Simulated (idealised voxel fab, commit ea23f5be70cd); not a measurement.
Process module under the name voxel gate over fins
The cross-section on display is named cut; it measures 195 nm wide, and its cells are 5 nm squares.
Cross-section spec: square-cell grid; bands listed top down; each band is one or more rows.
Per band: top height and bottom height in nm, followed by the left-to-right materials and their widths in nm; "everywhere" marks a single material spanning edge to edge, "blank" marks empty space.
Where do heights start? At 0: under that level the wafer as delivered is made of one material only. And the lowest band has no floor; it just carries on downward, as in "0 and below".
A two-number width, for instance "30->40", indicates that the width is equal to the first number in the top row of the band and to the second number in the bottom row, and that it changes by a constant amount per row of cells.
No cell of the cross-section changed in a step that is given as "no modification".
This entry, "Sealed internal voids", enumerates those empty regions of no fewer than 8 cells that possess no open connection to the top. Each region is reported in the form width x height at distance, the distance being taken from the left edge, with all three quantities expressed in nm.
If you see something after the settings on a step's line, that's the simulator's own remark about that step.
overlay nm: right-of-plan distance of the mask on a masked step; negative values mean left-of-plan.
STEPS IN THE PROCESS PLAN
1. RECEIVE [material Si]
2. CONFORMAL_DEP [material SiN] [thk nm 5]
3. MASKED_ETCH [tone cover] [mask id FINS] [width nm 15] [pitch nm 55] [etch materials SiN] [depth nm 5] [overlay nm 0]
4. MASKED_ETCH [tone cover] [mask id FINS] [width nm 15] [pitch nm 55] [etch materials Si] [depth nm 35] [overlay nm 0]
5. FILL_DEP [material SiO2] [thk nm 15]
6. CMP [height nm 5]
7. DIRECTIONAL_DEP [material aC] [thk nm 15]
8. PATTERN [tone open] [mask id RAIL] [material resist] [width nm 15] [thk nm 30] [overlay nm 0]
9. DIRECTIONAL_ETCH [etch materials aC] [depth nm 15]
10. STRIP [etch materials resist]
11. DIRECTIONAL_ETCH [etch materials SiO2] [depth nm 35]
12. STRIP [etch materials aC]
13. CONFORMAL_DEP [material TiN] [thk nm 5]
14. FILL_DEP [material W] [thk nm 5]
15. CMP [height nm 5]
16. SELECTIVE_ETCH [etch materials W Ru TiN] [depth nm 20]
17. FILL_DEP [material SiO2] [thk nm 5]
18. CMP [height nm 5]
19. SELECTIVE_ETCH [etch materials SiO2] [depth nm 15]
20. STRIP [etch materials SiN]
21. CONFORMAL_DEP [material HfO2] [thk nm 5]
22. CONFORMAL_DEP [material TiN] [thk nm 5]
23. FILL_DEP [material W] [thk nm 15]
24. CMP [height nm 20]
25. CONFORMAL_DEP [material SiCN] [thk nm 5]
INCOMING WAFER IN CROSS-SECTION (STATE: AFTER STEP 1)
    0 and below: Si everywhere
    Sealed internal voids: none
THE FIRST OF TWO WAFERS, CROSS-SECTIONED AT THE END OF THE MODULE, WITH THE RUN PROCEEDING AS PLANNED
    25 down to 20: SiCN everywhere
    20 down to 10: W everywhere
    10 down to 5: W (25) | TiN (35) | W (20) | TiN (35) | W (20) | TiN (35) | W (25)
    5 down to 0: W (25) | TiN (5) | HfO2 (25) | TiN (5) | W (20) | TiN (5) | HfO2 (25) | TiN (5) | W (20) | TiN (5) | HfO2 (25) | TiN (5) | W (25)
    0 down to -5: TiN (30) | HfO2 (5) | Si (15) | HfO2 (5) | TiN (30) | HfO2 (5) | Si (15) | HfO2 (5) | TiN (30) | HfO2 (5) | Si (15) | HfO2 (5) | TiN (30)
    -5 down to -10: HfO2 (35) | Si (15) | HfO2 (40) | Si (15) | HfO2 (40) | Si (15) | HfO2 (35)
    -10 down to -15: SiO2 (35) | Si (15) | SiO2 (40) | Si (15) | SiO2 (40) | Si (15) | SiO2 (35)
    -15 down to -25: SiO2 (35) | Si (15) | SiO2 (10) | TiN (5) | W (5) | TiN (5) | SiO2 (15) | Si (15) | SiO2 (40) | Si (15) | SiO2 (35)
    -25 down to -30: SiO2 (35) | Si (15) | SiO2 (10) | TiN (15) | SiO2 (15) | Si (15) | SiO2 (40) | Si (15) | SiO2 (35)
    -30 down to -35: SiO2 (35) | Si (15) | SiO2 (40) | Si (15) | SiO2 (40) | Si (15) | SiO2 (35)
    -35 and below: Si everywhere
    Sealed internal voids: none
SECOND WAFER AT THE END: LIKE START, LIKE PLAN, ONE MISTAKE
    25 down to 20: SiCN everywhere
    20 down to 5: W everywhere
    5 down to 0: W (30) | TiN (25) | W (30) | TiN (25) | W (30) | TiN (25) | W (30)
    0 down to -5: W (30) | TiN (5) | Si (15) | TiN (5) | W (30) | TiN (5) | Si (15) | TiN (5) | W (30) | TiN (5) | Si (15) | TiN (5) | W (30)
    -5 down to -10: TiN (35) | Si (15) | TiN (40) | Si (15) | TiN (40) | Si (15) | TiN (35)
    -10 down to -15: SiO2 (35) | Si (15) | SiO2 (40) | Si (15) | SiO2 (40) | Si (15) | SiO2 (35)
    -15 down to -25: SiO2 (35) | Si (15) | SiO2 (10) | TiN (5) | W (5) | TiN (5) | SiO2 (15) | Si (15) | SiO2 (40) | Si (15) | SiO2 (35)
    -25 down to -30: SiO2 (35) | Si (15) | SiO2 (10) | TiN (15) | SiO2 (15) | Si (15) | SiO2 (40) | Si (15) | SiO2 (35)
    -30 down to -35: SiO2 (35) | Si (15) | SiO2 (40) | Si (15) | SiO2 (40) | Si (15) | SiO2 (35)
    -35 and below: Si everywhere
    Sealed internal voids: none
Finding, execution versus plan: step 21 of the plan was bypassed and not carried out
Final comparison by cell count, materials where the second wafer has more or fewer than the first: HfO2 -51; W +51
